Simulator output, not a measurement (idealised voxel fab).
The following is a process module called voxel air gaps.
240 nm wide, 5 nm square cells: that's cross-section cut.
Bands, listed from the top down, are how a cross-section gets written in this document; the cross-section itself is a grid of square cells, and a band is one or more rows of them.
Per band: top height and bottom height in nm, followed by the left-to-right materials and their widths in nm; "full width" marks a single material spanning edge to edge, "empty" marks empty space.
Convention: height 0 is the level below which the wafer, as received, is all one material. The lowest band does not terminate at the bottom but continues downward, represented as "from 0 down".
A width given as "30..40" starts at the first number in the band's top row and ends at the second number in its bottom row, shifting by an equal amount at every step from row to row.
The cross-section has no changed cell in any step marked "nothing changed".
Heads up: "Closed void register" only lists the empty pockets with no open path to the top that are 8 cells or more, and it writes them as width x height at distance, distance from the left edge, in nm.
On a step's line, text after the settings is the simulator commenting on that step.
overlay nm: mask right of planned place by this much (step with mask). Neg. = left.
HERE'S WHAT THE PLANNED PROCESS STEPS LOOK LIKE
| 1 | op RECEIVE | material Si |
| 2 | op CONFORMAL_DEP | material SiO2 | thk nm 15 |
| 3 | op CONFORMAL_DEP | material SiN | thk nm 5 |
| 4 | op DIRECTIONAL_DEP | material SiO2 | thk nm 35 |
| 5 | op DIRECTIONAL_DEP | material aC | thk nm 15 |
| 6 | op PATTERN | tone open | mask id LINES | material resist | width nm 20 | pitch nm 45 | thk nm 35 | overlay nm 0 |
| 7 | op DIRECTIONAL_ETCH | etch materials aC | depth nm 15 |
| 8 | op STRIP | etch materials resist |
| 9 | op DIRECTIONAL_ETCH | etch materials SiO2 | depth nm 35 |
| 10 | op STRIP | etch materials aC |
| 11 | op CONFORMAL_DEP | material TiN | thk nm 5 |
| 12 | op FILL_DEP | material Cu | thk nm 5 |
| 13 | op CMP | height nm 55 |
| 14 | op EPI | material Ru | thk nm 10 |
| 15 | op SELECTIVE_ETCH | etch materials SiO2 | depth nm 45 |
| 16 | op CONFORMAL_DEP | material SiCN | thk nm 5 |
CROSS-SECTION OF THE WAFER AT RECEIPT, WHICH IS THE CONDITION AFTER STEP 1
* from 0 down: Si full width
* Closed void register: none
FIRST OF TWO WAFERS: CROSS-SECTION AT END OF MODULE, RUN PER PLAN
* from 70 to 65: empty=25 | SiCN=185 | empty=30
* from 65 to 55: empty=25 | SiCN=5 | Ru=40 | SiCN=5 | Ru=40 | SiCN=5 | Ru=40 | SiCN=5 | Ru=40 | SiCN=5 | empty=30
* from 55 to 50: empty=25 | SiCN=15 | TiN=5 | Cu=10 | TiN=5 | SiCN=25 | TiN=5 | Cu=10 | TiN=5 | SiCN=25 | TiN=5 | Cu=10 | TiN=5 | SiCN=25 | TiN=5 | Cu=10 | TiN=5 | SiCN=15 | empty=30
* from 50 to 25: empty=35 | SiCN=5 | TiN=5 | Cu=10 | TiN=5 | SiCN=5 | empty=15 | SiCN=5 | TiN=5 | Cu=10 | TiN=5 | SiCN=5 | empty=15 | SiCN=5 | TiN=5 | Cu=10 | TiN=5 | SiCN=5 | empty=15 | SiCN=5 | TiN=5 | Cu=10 | TiN=5 | SiCN=5 | empty=40
* from 25 to 20: SiCN=40 | TiN=20 | SiCN=25 | TiN=20 | SiCN=25 | TiN=20 | SiCN=25 | TiN=20 | SiCN=45
* from 20 to 15: SiN full width
* from 15 to 0: SiO2 full width
* from 0 down: Si full width
* Closed void register: 15 x 25 at 65; 15 x 25 at 110; 15 x 25 at 155
WAFER TWO CROSS-SECTION, MODULE END. START AND PLAN UNCHANGED FROM WAFER ONE; ONE MISTAKE MADE DURING THE RUN
* from 70 to 65: empty=25 | SiCN=185 | empty=30
* from 65 to 55: empty=25 | SiCN=5 | Ru=40 | SiCN=5 | Ru=40 | SiCN=5 | Ru=40 | SiCN=5 | Ru=40 | SiCN=5 | empty=30
* from 55 to 50: empty=25 | SiCN=15 | TiN=5 | Cu=10 | TiN=5 | SiCN=25 | TiN=5 | Cu=10 | TiN=5 | SiCN=25 | TiN=5 | Cu=10 | TiN=5 | SiCN=25 | TiN=5 | Cu=10 | TiN=5 | SiCN=15 | empty=30
* from 50 to 40: empty=35 | SiCN=5 | TiN=5 | Cu=10 | TiN=5 | SiCN=5 | empty=15 | SiCN=5 | TiN=5 | Cu=10 | TiN=5 | SiCN=5 | empty=15 | SiCN=5 | TiN=5 | Cu=10 | TiN=5 | SiCN=5 | empty=15 | SiCN=5 | TiN=5 | Cu=10 | TiN=5 | SiCN=5 | empty=40
* from 40 to 35: SiCN=40 | TiN=20 | SiCN=25 | TiN=20 | SiCN=25 | TiN=20 | SiCN=25 | TiN=20 | SiCN=45
* from 35 to 30: SiN full width
* from 30 to 0: SiO2 full width
* from 0 down: Si full width
* Closed void register: none
In executing the process, a mistake was made relative to the plan: the plan had its step 2 run twice
Wrapping up, a cell-based count of both wafers puts the second over or under the first for these materials: Cu: 24 fewer, SiCN: 24 fewer, SiO2: 144 more, TiN: 24 fewer
On completion, 0 closed voids are found in the second wafer, whereas the first wafer has 3.
